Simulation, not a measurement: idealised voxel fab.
You're looking at the process module voxel capacitor over wiring.
For reference, the cross-section in this document is cut, with width 155 nm and square cells of 5 nm.
In this document a cross-section is written as a grid of square cells. It is given as a series of bands, listed from the top down, and a band is one or more rows of cells.
In this notation a band is specified by the heights of its top and bottom, in that order and in nm, after which its materials appear from left to right, each paired with its width in nm. The word "throughout" attached to a single material means that material fills the band from edge to edge; the word "blank" stands for empty space.
The level at which height equals 0 is the one under which the wafer, as it arrives, is entirely one material. No lower edge exists for the bottom band, which continues downward and is notated as in "z 0 and below".
You'd read "30->40" like this: the band's top row of cells is as wide as the first number, its bottom row is as wide as the second, and going down, every row changes width by the same amount as the row before did.
Given "changes: none" for a step, no cell of the cross-section differs between before and after that step.
Entry "Trapped voids" = empty spaces >= 8 cells with no open way to the top; each as width x height at distance, distance from left edge, all nm.
What comes after the settings on a step's line is commentary from the simulator itself on that step.
On any step carrying a mask, the "overlay nm" setting, if present on the step's line, tells how far right of its planned place the mask lay; negative values point to the left.
# Process steps foreseen in the plan
1: RECEIVE (material Si)
2: CONFORMAL_DEP (material SiO2; thk nm 15)
3: CONFORMAL_DEP (material SiCN; thk nm 5)
4: DIRECTIONAL_DEP (material SiO2; thk nm 15)
5: PATTERN (tone open; mask id METAL_1; material resist; width nm 25; pitch nm 90; thk nm 20; overlay nm 0)
6: DIRECTIONAL_ETCH (etch materials SiO2; depth nm 15)
7: DIRECTIONAL_ETCH (etch materials SiCN; depth nm 5)
8: STRIP (etch materials resist)
9: CONFORMAL_DEP (material TiN; thk nm 5)
10: FILL_DEP (material Ru; thk nm 10)
11: CMP (height nm 35)
12: CONFORMAL_DEP (material SiCN; thk nm 5)
13: DIRECTIONAL_DEP (material SiO2; thk nm 15)
14: DIRECTIONAL_DEP (material aC; thk nm 10)
15: PATTERN (tone open; mask id PLUG_1; material resist; width nm 15; thk nm 25; overlay nm 0)
16: DIRECTIONAL_ETCH (etch materials aC; depth nm 10)
17: STRIP (etch materials resist)
18: DIRECTIONAL_ETCH (etch materials SiO2; depth nm 15)
19: DIRECTIONAL_ETCH (etch materials SiCN; depth nm 5)
20: STRIP (etch materials aC)
21: EPI (material Ru; thk nm 10)
22: EPI (material Ru; thk nm 10)
23: DIRECTIONAL_DEP (material TiN; thk nm 10)
24: DIRECTIONAL_DEP (material HfO2; thk nm 5)
25: DIRECTIONAL_DEP (material TiN; thk nm 5)
26: PATTERN (tone cover; mask id UPPER_PLATE; material resist; width nm 70; thk nm 15; overlay nm 0)
27: DIRECTIONAL_ETCH (etch materials TiN; depth nm 5)
28: DIRECTIONAL_ETCH (etch materials HfO2; depth nm 5)
29: STRIP (etch materials resist)
30: PATTERN (tone cover; mask id LOWER_PLATE; material resist; width nm 80; thk nm 20; overlay nm 0)
31: DIRECTIONAL_ETCH (etch materials TiN; depth nm 10)
32: STRIP (etch materials resist)
33: FILL_DEP (material SiO2; thk nm 20)
34: CMP (height nm 90)
35: PATTERN (tone open; mask id PLUG_2; material resist; width nm 15; thk nm 20; overlay nm 0)
36: DIRECTIONAL_ETCH (etch materials SiO2; depth nm 15)
37: STRIP (etch materials resist)
38: CONFORMAL_DEP (material TiN; thk nm 5)
39: FILL_DEP (material Ru; thk nm 10)
40: CMP (height nm 90)
41: CONFORMAL_DEP (material SiCN; thk nm 5)
# First of two wafers, processed according to plan
# This is the cross-section of the wafer as we received it, i.e. after step 1
  z 0 and below  Si throughout
  Trapped voids: none
# Step 2 done - wafer cross-section
  z 15 to 0  SiO2 throughout
  Lower than 0, everything is as it was.
# Step 3 done - wafer cross-section
  z 20 to 15  SiCN throughout
  Lower than 15, everything is as it was.
# Step 4 done - wafer cross-section
  z 35 to 20  SiO2 throughout
  Lower than 20, everything is as it was.
# Step 5 done - wafer cross-section
  z 55 to 35  resist 20 / blank 25 / resist 65 / blank 25 / resist 20
  Lower than 35, everything is as it was.
# Step 6 done - wafer cross-section
  z 55 to 35  resist 20 / blank 25 / resist 65 / blank 25 / resist 20
  z 35 to 20  SiO2 20 / blank 25 / SiO2 65 / blank 25 / SiO2 20
  Lower than 20, everything is as it was.
# Step 7 done - wafer cross-section
  z 55 to 35  resist 20 / blank 25 / resist 65 / blank 25 / resist 20
  z 35 to 20  SiO2 20 / blank 25 / SiO2 65 / blank 25 / SiO2 20
  z 20 to 15  SiCN 20 / blank 25 / SiCN 65 / blank 25 / SiCN 20
  Lower than 15, everything is as it was.
# Step 8 done - wafer cross-section
  z 35 to 20  SiO2 20 / blank 25 / SiO2 65 / blank 25 / SiO2 20
  Lower than 20, everything is as it was.
# Step 9 done - wafer cross-section
  z 40 to 35  TiN 25 / blank 15 / TiN 75 / blank 15 / TiN 25
  z 35 to 20  SiO2 20 / TiN 5 / blank 15 / TiN 5 / SiO2 65 / TiN 5 / blank 15 / TiN 5 / SiO2 20
  z 20 to 15  SiCN 20 / TiN 25 / SiCN 65 / TiN 25 / SiCN 20
  Lower than 15, everything is as it was.
# Step 10 done - wafer cross-section
  z 50 to 40  Ru throughout
  z 40 to 35  TiN 25 / Ru 15 / TiN 75 / Ru 15 / TiN 25
  z 35 to 20  SiO2 20 / TiN 5 / Ru 15 / TiN 5 / SiO2 65 / TiN 5 / Ru 15 / TiN 5 / SiO2 20
  Lower than 20, everything is as it was.
# Step 11 done - wafer cross-section
  z 35 to 20  SiO2 20 / TiN 5 / Ru 15 / TiN 5 / SiO2 65 / TiN 5 / Ru 15 / TiN 5 / SiO2 20
  Lower than 20, everything is as it was.
# Step 12 done - wafer cross-section
  z 40 to 35  SiCN throughout
  Lower than 35, everything is as it was.
# Step 13 done - wafer cross-section
  z 55 to 40  SiO2 throughout
  Lower than 40, everything is as it was.
# Step 14 done - wafer cross-section
  z 65 to 55  aC throughout
  Lower than 55, everything is as it was.
# Step 15 done - wafer cross-section
  z 90 to 65  resist 30 / blank 15 / resist 110
  Lower than 65, everything is as it was.
# Step 16 done - wafer cross-section
  z 80 to 65  resist 30 / blank 15 / resist 110
  z 65 to 55  aC 30 / blank 15 / aC 110
  Lower than 55, everything is as it was.
# Step 17 done - wafer cross-section
  z 65 to 55  aC 30 / blank 15 / aC 110
  Lower than 55, everything is as it was.
# Step 18 done - wafer cross-section
  z 65 to 55  aC 30 / blank 15 / aC 110
  z 55 to 40  SiO2 30 / blank 15 / SiO2 110
  Lower than 40, everything is as it was.
# Step 19 done - wafer cross-section
  z 65 to 55  aC 30 / blank 15 / aC 110
  z 55 to 40  SiO2 30 / blank 15 / SiO2 110
  z 40 to 35  SiCN 30 / blank 15 / SiCN 110
  Lower than 35, everything is as it was.
# Step 20 done - wafer cross-section
  z 55 to 40  SiO2 30 / blank 15 / SiO2 110
  Lower than 40, everything is as it was.
# Step 21 done - wafer cross-section
  z 55 to 45  SiO2 30 / blank 15 / SiO2 110
  z 45 to 40  SiO2 30 / Ru 15 / SiO2 110
  z 40 to 35  SiCN 30 / Ru 15 / SiCN 110
  Lower than 35, everything is as it was.
# Step 22 done - wafer cross-section
  z 55 to 40  SiO2 30 / Ru 15 / SiO2 110
  Lower than 40, everything is as it was.
# Step 23 done - wafer cross-section
  z 65 to 55  TiN throughout
  Lower than 55, everything is as it was.
# Step 24 done - wafer cross-section
  z 70 to 65  HfO2 throughout
  Lower than 65, everything is as it was.
# Step 25 done - wafer cross-section
  z 75 to 70  TiN throughout
  Lower than 70, everything is as it was.
# Step 26 done - wafer cross-section
  z 90 to 75  blank 30 / resist 70 / blank 55
  Lower than 75, everything is as it was.
# Step 27 done - wafer cross-section
  z 90 to 75  blank 30 / resist 70 / blank 55
  z 75 to 70  blank 30 / TiN 70 / blank 55
  Lower than 70, everything is as it was.
# Step 28 done - wafer cross-section
  z 90 to 75  blank 30 / resist 70 / blank 55
  z 75 to 70  blank 30 / TiN 70 / blank 55
  z 70 to 65  blank 30 / HfO2 70 / blank 55
  Lower than 65, everything is as it was.
# Step 29 done - wafer cross-section
  z 75 to 70  blank 30 / TiN 70 / blank 55
  Lower than 70, everything is as it was.
# Step 30 done - wafer cross-section
  z 95 to 75  blank 25 / resist 80 / blank 50
  z 75 to 70  blank 25 / resist 5 / TiN 70 / resist 5 / blank 50
  z 70 to 65  blank 25 / resist 5 / HfO2 70 / resist 5 / blank 50
  Lower than 65, everything is as it was.
# Step 31 done - wafer cross-section
  z 95 to 75  blank 25 / resist 80 / blank 50
  z 75 to 70  blank 25 / resist 5 / TiN 70 / resist 5 / blank 50
  z 70 to 65  blank 25 / resist 5 / HfO2 70 / resist 5 / blank 50
  z 65 to 55  blank 25 / TiN 80 / blank 50
  Lower than 55, everything is as it was.
# Step 32 done - wafer cross-section
  z 75 to 70  blank 30 / TiN 70 / blank 55
  z 70 to 65  blank 30 / HfO2 70 / blank 55
  Lower than 65, everything is as it was.
# Step 33 done - wafer cross-section
  z 95 to 75  SiO2 throughout
  z 75 to 70  SiO2 30 / TiN 70 / SiO2 55
  z 70 to 65  SiO2 30 / HfO2 70 / SiO2 55
  z 65 to 55  SiO2 25 / TiN 80 / SiO2 50
  Lower than 55, everything is as it was.
# Step 34 done - wafer cross-section
  z 90 to 75  SiO2 throughout
  Lower than 75, everything is as it was.
# Step 35 done - wafer cross-section
  z 110 to 90  resist 40 / blank 15 / resist 100
  Lower than 90, everything is as it was.
# Step 36 done - wafer cross-section
  z 110 to 90  resist 40 / blank 15 / resist 100
  z 90 to 75  SiO2 40 / blank 15 / SiO2 100
  Lower than 75, everything is as it was.
# Step 37 done - wafer cross-section
  z 90 to 75  SiO2 40 / blank 15 / SiO2 100
  Lower than 75, everything is as it was.
# Step 38 done - wafer cross-section
  z 95 to 90  TiN 45 / blank 5 / TiN 105
  z 90 to 80  SiO2 40 / TiN 5 / blank 5 / TiN 5 / SiO2 100
  z 80 to 70  SiO2 40->30 / TiN 15->70 / SiO2 100->55
  Lower than 70, everything is as it was.
# Step 39 done - wafer cross-section
  z 105 to 95  Ru throughout
  z 95 to 90  TiN 45 / Ru 5 / TiN 105
  z 90 to 80  SiO2 40 / TiN 5 / Ru 5 / TiN 5 / SiO2 100
  Lower than 80, everything is as it was.
# Step 40 done - wafer cross-section
  z 90 to 80  SiO2 40 / TiN 5 / Ru 5 / TiN 5 / SiO2 100
  Lower than 80, everything is as it was.
# Step 41 done - wafer cross-section
  z 95 to 90  SiCN throughout
  Lower than 90, everything is as it was.
# second wafer: like start, like plan, one mistake. Through step 20 it matches the first wafer
# The second wafer cut through, at the time step 22 was supposed to be finished
  z 65 to 55  blank 20 / Ru 35 / blank 100
  z 55 to 40  SiO2 30 / Ru 15 / SiO2 110
  z 40 to 35  SiCN 30 / Ru 15 / SiCN 110
  Lower than 35, everything is as it was.
# The second wafer cut through, at the time step 23 was supposed to be finished
  z 75 to 65  blank 20 / TiN 35 / blank 100
  z 65 to 55  TiN 20 / Ru 35 / TiN 100
  Lower than 55, everything is as it was.
# The second wafer cut through, at the time step 24 was supposed to be finished
  z 80 to 75  blank 20 / HfO2 35 / blank 100
  z 75 to 70  blank 20 / TiN 35 / blank 100
  z 70 to 65  HfO2 20 / TiN 35 / HfO2 100
  Lower than 65, everything is as it was.
# The second wafer cut through, at the time step 25 was supposed to be finished
  z 85 to 80  blank 20 / TiN 35 / blank 100
  z 80 to 75  blank 20 / HfO2 35 / blank 100
  z 75 to 70  TiN throughout
  Lower than 70, everything is as it was.
# The second wafer cut through, at the time step 26 was supposed to be finished
  z 100 to 85  blank 30 / resist 70 / blank 55
  z 85 to 80  blank 20 / TiN 35 / resist 45 / blank 55
  z 80 to 75  blank 20 / HfO2 35 / resist 45 / blank 55
  Lower than 75, everything is as it was.
# The second wafer cut through, at the time step 27 was supposed to be finished
  z 100 to 85  blank 30 / resist 70 / blank 55
  z 85 to 80  blank 30 / TiN 25 / resist 45 / blank 55
  z 80 to 75  blank 20 / HfO2 35 / resist 45 / blank 55
  z 75 to 70  blank 20 / TiN 80 / blank 55
  Lower than 70, everything is as it was.
# The second wafer cut through, at the time step 28 was supposed to be finished
  z 100 to 85  blank 30 / resist 70 / blank 55
  z 85 to 80  blank 30 / TiN 25 / resist 45 / blank 55
  z 80 to 75  blank 30 / HfO2 25 / resist 45 / blank 55
  z 75 to 70  blank 20 / TiN 80 / blank 55
  z 70 to 65  blank 20 / TiN 35 / HfO2 45 / blank 55
  Lower than 65, everything is as it was.
# The second wafer cut through, at the time step 29 was supposed to be finished
  z 85 to 80  blank 30 / TiN 25 / blank 100
  z 80 to 75  blank 30 / HfO2 25 / blank 100
  Lower than 75, everything is as it was.
# The second wafer cut through, at the time step 30 was supposed to be finished
  z 105 to 85  blank 25 / resist 80 / blank 50
  z 85 to 80  blank 25 / resist 5 / TiN 25 / resist 50 / blank 50
  z 80 to 75  blank 25 / resist 5 / HfO2 25 / resist 50 / blank 50
  z 75 to 70  blank 20 / TiN 80 / resist 5 / blank 50
  z 70 to 65  blank 20 / TiN 35 / HfO2 45 / resist 5 / blank 50
  Lower than 65, everything is as it was.
# The second wafer cut through, at the time step 31 was supposed to be finished
  z 105 to 85  blank 25 / resist 80 / blank 50
  z 85 to 80  blank 25 / resist 5 / TiN 25 / resist 50 / blank 50
  z 80 to 75  blank 25 / resist 5 / HfO2 25 / resist 50 / blank 50
  z 75 to 70  blank 25 / TiN 75 / resist 5 / blank 50
  z 70 to 65  blank 25 / TiN 30 / HfO2 45 / resist 5 / blank 50
  z 65 to 55  blank 20 / Ru 35 / TiN 50 / blank 50
  Lower than 55, everything is as it was.
# The second wafer cut through, at the time step 32 was supposed to be finished
  z 85 to 80  blank 30 / TiN 25 / blank 100
  z 80 to 75  blank 30 / HfO2 25 / blank 100
  z 75 to 70  blank 25 / TiN 75 / blank 55
  z 70 to 65  blank 25 / TiN 30 / HfO2 45 / blank 55
  Lower than 65, everything is as it was.
# The second wafer cut through, at the time step 33 was supposed to be finished
  z 105 to 85  SiO2 throughout
  z 85 to 80  SiO2 30 / TiN 25 / SiO2 100
  z 80 to 75  SiO2 30 / HfO2 25 / SiO2 100
  z 75 to 70  SiO2 25 / TiN 75 / SiO2 55
  z 70 to 65  SiO2 25 / TiN 30 / HfO2 45 / SiO2 55
  z 65 to 55  SiO2 20 / Ru 35 / TiN 50 / SiO2 50
  Lower than 55, everything is as it was.
# The second wafer cut through, at the time step 34 was supposed to be finished
  z 90 to 85  SiO2 throughout
  Lower than 85, everything is as it was.
# The second wafer cut through, at the time step 35 was supposed to be finished
  z 110 to 90  resist 40 / blank 15 / resist 100
  Lower than 90, everything is as it was.
# The second wafer cut through, at the time step 36 was supposed to be finished
  z 110 to 90  resist 40 / blank 15 / resist 100
  z 90 to 85  SiO2 40 / blank 15 / SiO2 100
  Lower than 85, everything is as it was.
# The second wafer cut through, at the time step 37 was supposed to be finished
  z 90 to 85  SiO2 40 / blank 15 / SiO2 100
  Lower than 85, everything is as it was.
# The second wafer cut through, at the time step 38 was supposed to be finished
  z 95 to 90  TiN 45 / blank 5 / TiN 105
  z 90 to 80  SiO2 40->30 / TiN 15->25 / SiO2 100
  Lower than 80, everything is as it was.
# The second wafer cut through, at the time step 39 was supposed to be finished
  z 105 to 95  Ru throughout
  z 95 to 90  TiN 45 / Ru 5 / TiN 105
  Lower than 90, everything is as it was.
# The second wafer cut through, at the time step 40 was supposed to be finished
  z 90 to 80  SiO2 40->30 / TiN 15->25 / SiO2 100
  Lower than 80, everything is as it was.
# The second wafer cut through, at the time step 41 was supposed to be finished
  z 95 to 90  SiCN throughout
  Lower than 90, everything is as it was.
It is concluded that the wafer was processed incorrectly with respect to the plan, in that one of 21 and 22, all the same step, was done twice; can't tell which
Cell-count delta at end, second wafer over first, by material: Ru: 12 more; SiO2: 8 fewer; TiN: 4 fewer
